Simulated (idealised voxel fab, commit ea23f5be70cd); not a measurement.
Module name: voxel double patterning (process module)
The width of the displayed cross-section, cut, is 265 nm; its cells are square, with a size of 5 nm.
Think of the cross-section as a grid of square cells. We describe it in bands, top to bottom, and each band covers one or more rows of those cells.
Heights first: top, then bottom, in nm. Then materials, left to right, each with a width in nm. "everywhere" on a single material: fills the band edge to edge. "air": empty space.
The level at which height equals 0 is the one under which the wafer, as it arrives, is entirely one material. No lower edge exists for the bottom band, which continues downward and is notated as in "top 0, no bottom".
Width: "30 to 40" (first number = top row, second number = bottom row, same change from row to row of cells).
Step marked "nothing got changed"? Then no cell in the cross-section changed in it.
Under "Entrapped void list" you'll find the enclosed gaps, the ones with no way out to the top, that are 8 cells or bigger; each reads width x height at distance, with distance counted from the left edge, everything in nm.
Past the settings on a step's line: simulator remark, on that step.
If you see "overlay nm" on a step's line and that step has a mask, it's telling you how far right of where it was planned the mask ended up; a negative number means it went left instead.
### This section lists the process steps that were planned
| 1 | RECEIVE | material Si |
| 2 | CONFORMAL_DEP | material SiO2 | thk nm 5 |
| 3 | DIRECTIONAL_DEP | material W | thk nm 15 |
| 4 | DIRECTIONAL_DEP | material SiCN | thk nm 10 |
| 5 | MASKED_ETCH | tone open | mask id FIRST | width nm 15 | pitch nm 50 | etch materials SiCN | depth nm 10 | overlay nm 0 |
| 6 | MASKED_ETCH | tone open | mask id SECOND | width nm 15 | etch materials SiCN | depth nm 10 | overlay nm 0 |
| 7 | DIRECTIONAL_ETCH | etch materials W | depth nm 15 |
| 8 | STRIP | etch materials SiCN |
### Received-state cross-section, reflecting completion of step 1
* top 0, no bottom = Si everywhere
* Entrapped void list: none
### Starting wafer: above. Plan: above. Run: one mistake. Cross-section after the module: below
* top 30, bottom 20 = SiO2 everywhere
* top 20, bottom 5 = W everywhere
* top 5, bottom 0 = SiO2 everywhere
* top 0, no bottom = Si everywhere
* Entrapped void list: none
What went wrong in running the wafer? step 4 was run on a setting that differed from the plan, and what really ran there is DIRECTIONAL_DEP | material SiO2 | thk nm 10
